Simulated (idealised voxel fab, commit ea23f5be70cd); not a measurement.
process module | voxel plated lines
cross-section cut | 240 nm wide | cells 5 nm
A cross-section is a grid of square cells, given in bands from the top down. A band is one or more rows of cells.
Each band's line starts with the height of the band's top and of its bottom, in nm. Then come its materials from left to right, each with its width in nm. One material with "throughout" fills the band from edge to edge. "air" is empty space.
Height 0 is the level under which the wafer as received is all one material. The lowest band goes on downwards, as in "0 down".
A width such as "30 to 40" changes by the same amount from each row of cells to the next, from the band's top row to its bottom row.
"no change" after a step means that no cell of the cross-section changed.
closed voids: empty space of 8 cells or more with no open way to the top, each as width x height at its distance from the left edge, in nm
after a step's settings: what the simulator itself notes on the step
overlay nm, on a step with a mask: how far to the right of its planned place the mask lay; to the left if negative
plan
1 op RECEIVE | material Si
2 op CONFORMAL_DEP | material SiO2 | thk nm 5
3 op DIRECTIONAL_DEP | material TiN | thk nm 5
4 op PATTERN | tone open | mask id LINES | material resist | width nm 20 | pitch nm 50 | thk nm 15 | overlay nm 0
5 op EPI | material Ru | thk nm 5
6 op STRIP | etch materials resist
7 op DIRECTIONAL_ETCH | etch materials TiN | depth nm 5
8 op CONFORMAL_DEP | material SiN | thk nm 5
as received, after step 1
  0 down: Si throughout
  closed voids: none
first wafer at the end, as planned
  20 to 15: air 30 | SiN 30 | air 20 | SiN 30 | air 20 | SiN 30 | air 20 | SiN 30 | air 30
  15 to 10: air 30 | SiN 5 | Ru 20 | SiN 5 | air 20 | SiN 5 | Ru 20 | SiN 5 | air 20 | SiN 5 | Ru 20 | SiN 5 | air 20 | SiN 5 | Ru 20 | SiN 5 | air 30
  10 to 5: SiN 35 | TiN 20 | SiN 30 | TiN 20 | SiN 30 | TiN 20 | SiN 30 | TiN 20 | SiN 35
  5 to 0: SiO2 throughout
  0 down: Si throughout
  closed voids: none
second wafer at the end: like start, like plan, one mistake
  15 to 10: air 30 | SiN 30 | air 20 | SiN 30 | air 20 | SiN 30 | air 20 | SiN 30 | air 30
  10 to 5: air 30 | SiN 5 | Ru 20 | SiN 5 | air 20 | SiN 5 | Ru 20 | SiN 5 | air 20 | SiN 5 | Ru 20 | SiN 5 | air 20 | SiN 5 | Ru 20 | SiN 5 | air 30
  5 to 0: SiN 35 | TiN 20 | SiN 30 | TiN 20 | SiN 30 | TiN 20 | SiN 30 | TiN 20 | SiN 35
  0 down: Si throughout
  closed voids: none
what went wrong: step 2 was left out
at the end the second wafer has, in cells: 48 fewer of SiO2
